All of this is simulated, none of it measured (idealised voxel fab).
Process module name: voxel fin reveal
It is cross-section cut that appears here, measuring 285 nm in width, its square cells being 5 nm in size.
Cross-section spec: square-cell grid; bands listed top down; each band is one or more rows.
Heights first: top, then bottom, in nm. Then materials, left to right, each with a width in nm. "all across" on a single material: fills the band edge to edge. "empty": empty space.
Height datum 0, below which the as-received substrate wafer is one material. Lowest band open at the bottom, running downward: "from 0 down".
The two numbers in a width such as "30..40" mark its ends across the band: the first belongs to the top row of cells, the second to the bottom row, and from each row to the next the width moves by the same amount.
Take "identical to before" at face value: in the step it is given for, the cross-section changed in none of its cells.
Enclosed internal cavities: empty space of 8 cells or more with no open way to the top, each as width x height at its distance from the left edge, in nm
Note: text after step settings on the step line = simulator remark on that step.
overlay nm, on a step with a mask: how far to the right of its planned place the mask lay; to the left if negative
# Steps planned for the process
- 1: op RECEIVE | material Si
- 2: op CONFORMAL_DEP | material SiN | thk nm 10
- 3: op DIRECTIONAL_DEP | material aC | thk nm 15
- 4: op PATTERN | tone cover | mask id FINS | material resist | width nm 15 | pitch nm 40 | thk nm 30 | overlay nm 0
- 5: op DIRECTIONAL_ETCH | etch materials aC | depth nm 15
- 6: op STRIP | etch materials resist
- 7: op DIRECTIONAL_ETCH | etch materials SiN | depth nm 10
- 8: op DIRECTIONAL_ETCH | etch materials Si | depth nm 35
- 9: op STRIP | etch materials aC
- 10: op FILL_DEP | material SiO2 | thk nm 10
- 11: op CMP | height nm 10
- 12: op SELECTIVE_ETCH | etch materials SiO2 | depth nm 20
- 13: op STRIP | etch materials SiN
- 14: op CONFORMAL_DEP | material HfO2 | thk nm 5
# Here's what the wafer looked like in cross-section when it arrived - that's after step 1
	from 0 down  Si all across
	Enclosed internal cavities: none
# Cross-sectional result after module completion. Note: starting condition and plan are unchanged from above; one processing mistake was made
	from 5 to 0  100 HfO2  5 empty  35 HfO2  5 empty  35 HfO2  5 empty  100 HfO2
	from 0 to -5  95 Si  5 HfO2  5 empty  5 HfO2  25 Si  5 HfO2  5 empty  5 HfO2  25 Si  5 HfO2  5 empty  5 HfO2  95 Si
	from -5 to -10  95 Si  15 HfO2  25 Si  15 HfO2  25 Si  15 HfO2  95 Si
	from -10 to -35  95 Si  15 SiO2  25 Si  15 SiO2  25 Si  15 SiO2  95 Si
	from -35 down  Si all across
	Enclosed internal cavities: none
what went wrong: step 4 was processed under conditions differing from the plan, specifically as op PATTERN | tone open | mask id FINS | material resist | width nm 15 | pitch nm 40 | thk nm 30 | overlay nm 0
